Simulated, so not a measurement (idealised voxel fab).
Herein follows the process module entitled voxel double patterning.
In the cross-section labelled cut, the width is 175 nm and each square cell is 5 nm.
Bands, listed from the top down, are how a cross-section gets written in this document; the cross-section itself is a grid of square cells, and a band is one or more rows of them. For a band, the entry starts with two heights in nm, that of the top and then that of the bottom, and carries on with the band's materials in order from left to right, each alongside its width in nm; the word "throughout" beside a single material means it fills the band edge to edge, and "blank" means empty space. Beneath 0, the wafer as received is one material, and that level is where height counting begins. The lowest band goes on downward without a bottom; it is written like "0 -> down". A two-number width, for instance "30 to 40", indicates that the width is equal to the first number in the top row of the band and to the second number in the bottom row, and that it changes by a constant amount per row of cells. When a step is marked "all unchanged", none of the cells in the cross-section changed during that step. Closed empty spaces (no open way to the top) of 8 cells or more are what "Sealed voids" lists, each as width x height at distance from the left edge, nm for all three. If you see something after the settings on a step's line, that's the simulator's own remark about that step. You can add "overlay nm" to a step's line. For a step with a mask, it describes how far the mask lay to the right of its planned position, and a negative number describes a lay to the left.

The steps planned for the process are as follows:
1. RECEIVE | material Si
2. CONFORMAL_DEP | material SiO2 | thk nm 10
3. DIRECTIONAL_DEP | material TiN | thk nm 20
4. DIRECTIONAL_DEP | material SiCN | thk nm 5
5. PATTERN | tone open | mask id FIRST | material resist | width nm 15 | pitch nm 50 | thk nm 15 | overlay nm 0
6. DIRECTIONAL_ETCH | etch materials SiCN | depth nm 5
7. STRIP | etch materials resist
8. PATTERN | tone open | mask id SECOND | material resist | width nm 15 | thk nm 15 | overlay nm 0
9. DIRECTIONAL_ETCH | etch materials SiCN | depth nm 5
10. STRIP | etch materials resist
11. DIRECTIONAL_ETCH | etch materials TiN | depth nm 20
12. STRIP | etch materials SiCN

As received (post step 1): cross-section:
  0 -> down = Si throughout
  Sealed voids: none

First of two wafers, end-of-module section, run followed plan:
  30 -> 10 = 55 of TiN; 15 of blank; 10 of TiN; 15 of blank; 10 of TiN; 15 of blank; 55 of TiN
  10 -> 0 = SiO2 throughout
  0 -> down = Si throughout
  Sealed voids: none

Cross-section, wafer two of two, end of module: same start and plan as wafer one, one error in execution:
  30 -> 10 = 55 of blank; 15 of TiN; 35 of blank; 15 of TiN; 55 of blank
  10 -> 0 = SiO2 throughout
  0 -> down = Si throughout
  Sealed voids: none
Diagnosis: step 5 was processed under conditions differing from the plan, specifically as PATTERN | tone cover | mask id FIRST | material resist | width nm 15 | pitch nm 50 | thk nm 15 | overlay nm 0
Wrapping up, a cell-based count of both wafers puts the second over or under the first for these materials: -80 TiN
